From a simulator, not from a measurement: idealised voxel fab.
The following process module bears the name voxel trench capacitor.
The figure presents cross-section cut, which has a width of 290 nm and is divided into square cells with an edge length of 5 nm.
Cross-section format: a grid of square cells, given as bands from top to bottom; each band is one or more rows of cells. Read a band's entry like this: the first values are the height of its top and the height of its bottom in nm, and what follows is the sequence of materials from left to right, each with its width in nm. Note that "air" is empty space, and that a single material marked "everywhere" reaches across the band from edge to edge. For the purposes of this specification, 0 denotes the height below which the wafer in its as-received condition is composed wholly of one material, and the lowermost band, lacking a lower limit, extends downward without end, as expressed in "0 and below". Quick explanation for "30..40": the width changes in equal steps down the rows of cells, from the first number in the band's top row to the second number in its bottom row. When a step is marked "nothing got changed", none of the cells in the cross-section changed during that step. Empty spaces counting at least 8 cells and having no open way to the top are listed in "Sealed void list". The notation width x height at distance is used for each, the distance being from the left edge and all three values in nm. On each step's line, the part that comes after the settings is the simulator's own comment on the step. Each step line may optionally specify "overlay nm", which for a step with a mask gives the rightward distance between the mask's planned place and where it lay, a negative value indicating the leftward direction.

STEPS IN THE PROCESS PLAN
1 RECEIVE, material Si
2 CONFORMAL_DEP, material SiN, thk nm 5
3 DIRECTIONAL_DEP, material aC, thk nm 10
4 PATTERN, tone open, mask id TRENCH, material resist, width nm 30, pitch nm 55, thk nm 25, overlay nm 0
5 DIRECTIONAL_ETCH, etch materials aC, depth nm 10
6 STRIP, etch materials resist
7 DIRECTIONAL_ETCH, etch materials SiN, depth nm 5
8 DIRECTIONAL_ETCH, etch materials Si, depth nm 40
9 STRIP, etch materials aC
10 CONFORMAL_DEP, material HfO2, thk nm 5
11 CONFORMAL_DEP, material TiN, thk nm 5
12 FILL_DEP, material W, thk nm 5
13 CMP, height nm 5

CROSS-SECTION OF THE INCOMING WAFER, STATE AFTER STEP 1
    0 and below | Si everywhere
    Sealed void list: none

CROSS-SECTIONAL VIEW OF THE FIRST OF THE TWO WAFERS UPON COMPLETION OF THE MODULE, PROCESSED IN ACCORDANCE WITH THE PLAN
    5 down to 0 | SiN 45 nm, HfO2 5 nm, TiN 5 nm, W 10 nm, TiN 5 nm, HfO2 5 nm, SiN 25 nm, HfO2 5 nm, TiN 5 nm, W 10 nm, TiN 5 nm, HfO2 5 nm, SiN 25 nm, HfO2 5 nm, TiN 5 nm, W 10 nm, TiN 5 nm, HfO2 5 nm, SiN 25 nm, HfO2 5 nm, TiN 5 nm, W 10 nm, TiN 5 nm, HfO2 5 nm, SiN 50 nm
    0 down to -30 | Si 45 nm, HfO2 5 nm, TiN 5 nm, W 10 nm, TiN 5 nm, HfO2 5 nm, Si 25 nm, HfO2 5 nm, TiN 5 nm, W 10 nm, TiN 5 nm, HfO2 5 nm, Si 25 nm, HfO2 5 nm, TiN 5 nm, W 10 nm, TiN 5 nm, HfO2 5 nm, Si 25 nm, HfO2 5 nm, TiN 5 nm, W 10 nm, TiN 5 nm, HfO2 5 nm, Si 50 nm
    -30 down to -35 | Si 45 nm, HfO2 5 nm, TiN 20 nm, HfO2 5 nm, Si 25 nm, HfO2 5 nm, TiN 20 nm, HfO2 5 nm, Si 25 nm, HfO2 5 nm, TiN 20 nm, HfO2 5 nm, Si 25 nm, HfO2 5 nm, TiN 20 nm, HfO2 5 nm, Si 50 nm
    -35 down to -40 | Si 45 nm, HfO2 30 nm, Si 25 nm, HfO2 30 nm, Si 25 nm, HfO2 30 nm, Si 25 nm, HfO2 30 nm, Si 50 nm
    -40 and below | Si everywhere
    Sealed void list: none

HERE IS THE SECOND OF THE TWO WAFERS CUT OPEN AT THE END OF THE MODULE - SAME START, SAME PLAN AS THE FIRST ONE, BUT WE MADE ONE MISTAKE RUNNING IT
    5 down to 0 | SiN 45 nm, HfO2 5 nm, TiN 5 nm, SiN 10 nm, TiN 5 nm, HfO2 5 nm, SiN 25 nm, HfO2 5 nm, TiN 5 nm, SiN 10 nm, TiN 5 nm, HfO2 5 nm, SiN 25 nm, HfO2 5 nm, TiN 5 nm, SiN 10 nm, TiN 5 nm, HfO2 5 nm, SiN 25 nm, HfO2 5 nm, TiN 5 nm, SiN 10 nm, TiN 5 nm, HfO2 5 nm, SiN 50 nm
    0 down to -30 | Si 45 nm, HfO2 5 nm, TiN 5 nm, SiN 10 nm, TiN 5 nm, HfO2 5 nm, Si 25 nm, HfO2 5 nm, TiN 5 nm, SiN 10 nm, TiN 5 nm, HfO2 5 nm, Si 25 nm, HfO2 5 nm, TiN 5 nm, SiN 10 nm, TiN 5 nm, HfO2 5 nm, Si 25 nm, HfO2 5 nm, TiN 5 nm, SiN 10 nm, TiN 5 nm, HfO2 5 nm, Si 50 nm
    -30 down to -35 | Si 45 nm, HfO2 5 nm, TiN 20 nm, HfO2 5 nm, Si 25 nm, HfO2 5 nm, TiN 20 nm, HfO2 5 nm, Si 25 nm, HfO2 5 nm, TiN 20 nm, HfO2 5 nm, Si 25 nm, HfO2 5 nm, TiN 20 nm, HfO2 5 nm, Si 50 nm
    -35 down to -40 | Si 45 nm, HfO2 30 nm, Si 25 nm, HfO2 30 nm, Si 25 nm, HfO2 30 nm, Si 25 nm, HfO2 30 nm, Si 50 nm
    -40 and below | Si everywhere
    Sealed void list: none
What was the processing mistake? it should be noted that step 12 was executed with settings other than those planned, the operation and settings actually applied being FILL_DEP, material SiN, thk nm 5
Upon completion, the second wafer contains, in terms of cells, a greater or smaller amount of certain materials than the first wafer: +56 SiN; -56 W
